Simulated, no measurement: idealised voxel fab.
Documented hereafter: the process module known as voxel gate over fins.
The cross-section shown here is cut; it is 170 nm wide and divided into square cells measuring 5 nm on a side.
When this document writes out a cross-section, it uses a grid of square cells and lists it as bands, beginning at the top and moving down, with a band standing for one or more rows of cells.
Look at the band entry: it leads with the top's height and the bottom's height in nm. Then it lists the materials left to right, with a width in nm for each. The word "full width" on a single material says that material fills the band edge to edge. The word "air" is empty space.
Ref level 0: as-received wafer is one material below here. Bottom band extends down with no lower bound ("0..down").
Note: "30->40" means the width goes from the first number (top row of the band) to the second number (bottom row) in equal steps per row of cells.
The cross-section has no changed cell in any step marked "remains unaltered".
"Closed void catalog": sealed empty spaces, 8 cells or more, no open way to top, listed width x height at distance, with distance from the left edge and width, height and distance in nm.
Past the settings on a step's line: simulator remark, on that step.
For masked steps, "overlay nm" on the step line gives how far right of plan the mask actually lay; a minus sign means it lay to the left.
The following list gives the planned process steps
1. RECEIVE (material Si)
2. CONFORMAL_DEP (material SiN; thk nm 5)
3. DIRECTIONAL_DEP (material aC; thk nm 15)
4. PATTERN (tone cover; mask id FINS; material resist; width nm 15; pitch nm 50; thk nm 30; overlay nm 0)
5. DIRECTIONAL_ETCH (etch materials aC; depth nm 15)
6. STRIP (etch materials resist)
7. DIRECTIONAL_ETCH (etch materials SiN; depth nm 5)
8. DIRECTIONAL_ETCH (etch materials Si; depth nm 30)
9. STRIP (etch materials aC)
10. FILL_DEP (material SiO2; thk nm 5)
11. CMP (height nm 5)
12. DIRECTIONAL_DEP (material aC; thk nm 10)
13. PATTERN (tone open; mask id RAIL; material resist; width nm 15; thk nm 30; overlay nm 0)
14. DIRECTIONAL_ETCH (etch materials aC; depth nm 10)
15. STRIP (etch materials resist)
16. DIRECTIONAL_ETCH (etch materials SiO2; depth nm 30)
17. STRIP (etch materials aC)
18. CONFORMAL_DEP (material TiN; thk nm 5)
19. FILL_DEP (material W; thk nm 5)
20. CMP (height nm 5)
21. SELECTIVE_ETCH (etch materials W Ru TiN; depth nm 25)
22. FILL_DEP (material SiO2; thk nm 5)
23. CMP (height nm 5)
24. SELECTIVE_ETCH (etch materials SiO2; depth nm 20)
25. STRIP (etch materials SiN)
26. CONFORMAL_DEP (material HfO2; thk nm 5)
27. CONFORMAL_DEP (material TiN; thk nm 5)
28. FILL_DEP (material W; thk nm 10)
29. CMP (height nm 15)
30. CONFORMAL_DEP (material SiN; thk nm 10)
Quick note for whoever runs this: the wafers start identical, but the width nm at step 13 isn't the same across them. The plan just shows what the first wafer had.
As-received cross-section, first of several wafers, post step 1
- 0..down | Si full width
- Closed void catalog: none
Last step of the module is step 30; after it, the first of several wafers in cross-section
- 25..15 | SiN full width
- 15..10 | W full width
- 10..5 | W 40; TiN 35; W 15; TiN 35; W 45
- 5..0 | W 40; TiN 5; HfO2 25; TiN 5; W 15; TiN 5; HfO2 25; TiN 5; W 45
- 0..-5 | W 40; TiN 5; HfO2 5; Si 15; HfO2 5; TiN 5; W 15; TiN 5; HfO2 5; Si 15; HfO2 5; TiN 5; W 45
- -5..-10 | TiN 45; HfO2 5; Si 15; HfO2 5; TiN 25; HfO2 5; Si 15; HfO2 5; TiN 50
- -10..-15 | HfO2 50; Si 15; HfO2 35; Si 15; HfO2 55
- -15..-20 | SiO2 50; Si 15; SiO2 35; Si 15; SiO2 55
- -20..-25 | SiO2 50; Si 15; SiO2 10; TiN 15; SiO2 10; Si 15; SiO2 55
- -25..-30 | SiO2 50; Si 15; SiO2 35; Si 15; SiO2 55
- -30..down | Si full width
- Closed void catalog: none
Of the several wafers, the last: cross-section at the end of the module
- 25..15 | SiN full width
- 15..10 | W full width
- 10..5 | W 40; TiN 35; W 15; TiN 35; W 45
- 5..0 | W 40; TiN 5; HfO2 25; TiN 5; W 15; TiN 5; HfO2 25; TiN 5; W 45
- 0..-5 | W 40; TiN 5; HfO2 5; Si 15; HfO2 5; TiN 5; W 15; TiN 5; HfO2 5; Si 15; HfO2 5; TiN 5; W 45
- -5..-10 | TiN 45; HfO2 5; Si 15; HfO2 5; TiN 25; HfO2 5; Si 15; HfO2 5; TiN 50
- -10..-15 | HfO2 50; Si 15; HfO2 35; Si 15; HfO2 55
- -15..-20 | SiO2 50; Si 15; SiO2 35; Si 15; SiO2 55
- -20..-25 | SiO2 50; Si 15; SiO2 5; TiN 30; Si 15; SiO2 55
- -25..-30 | SiO2 50; Si 15; SiO2 35; Si 15; SiO2 55
- -30..down | Si full width
- Closed void catalog: none
What follows is a table in which each wafer occupies a row; for the wafer as it stands at the close of the module, the row states, material by material, how many cells have been gained (+) or lost (-) since receipt, and then gives its closed voids
width nm 15 | +46 HfO2 | -168 Si | +68 SiN | +81 SiO2 | +49 TiN | +94 W | Closed void catalog: none
width nm 20 | +46 HfO2 | -168 Si | +68 SiN | +80 SiO2 | +50 TiN | +94 W | Closed void catalog: none
width nm 25 | +46 HfO2 | -168 Si | +68 SiN | +79 SiO2 | +51 TiN | +94 W | Closed void catalog: none
width nm 30 | +46 HfO2 | -168 Si | +68 SiN | +78 SiO2 | +52 TiN | +94 W | Closed void catalog: none
